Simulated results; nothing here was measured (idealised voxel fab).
Name of the process module below: voxel tone inversion
Cross-sectional view cut (width: 170 nm; square cell size: 5 nm).
Cross-section spec: square-cell grid; bands listed top down; each band is one or more rows. Band: top height; bottom height; in nm. Then, left to right: material with width in nm, for each material. "edge to edge": a single material spanning edge to edge. "blank": empty space. Below 0: as-received wafer, all one material; heights counted from there. Lowest band: no bottom, goes on down, written "0..down". Width spec "30..40" -> top row of cells at first value, bottom row at second value, equal per-row change in between. Where the words "no change occurred" appear for a step, the cross-section shows no cell changed by that step; every cell remained as before. This entry, "Fully sealed voids", enumerates those empty regions of no fewer than 8 cells that possess no open connection to the top. Each region is reported in the form width x height at distance, the distance being taken from the left edge, with all three quantities expressed in nm. Step line, after settings: the simulator's comment on this step. You can add "overlay nm" to a step's line. For a step with a mask, it describes how far the mask lay to the right of its planned position, and a negative number describes a lay to the left.

[plan]
1 RECEIVE | material Si
2 CONFORMAL_DEP | material SiN | thk nm 5
3 DIRECTIONAL_DEP | material aC | thk nm 25
4 PATTERN | tone cover | mask id POSTS | material resist | width nm 15 | pitch nm 40 | thk nm 35 | overlay nm 0
5 DIRECTIONAL_ETCH | etch materials aC | depth nm 25
6 STRIP | etch materials resist
7 FILL_DEP | material SiO2 | thk nm 5
8 CMP | height nm 30
9 STRIP | etch materials aC

[Wafer at receipt (post step 1), cross-section]
- 0..down = Si edge to edge
- Fully sealed voids: none

[Cross-sectional result after module completion. Note: starting condition and plan are unchanged from above; one processing mistake was made]
- 30..5 = blank: 15, then SiO2: 15, then blank: 25, then SiO2: 15, then blank: 25, then SiO2: 15, then blank: 25, then SiO2: 15, then blank: 20
- 5..0 = SiN edge to edge
- 0..down = Si edge to edge
- Fully sealed voids: none
Deviation noted in wafer processing: in deviation from the planned setting, step 4 was conducted as PATTERN | tone open | mask id POSTS | material resist | width nm 15 | pitch nm 40 | thk nm 35 | overlay nm 0
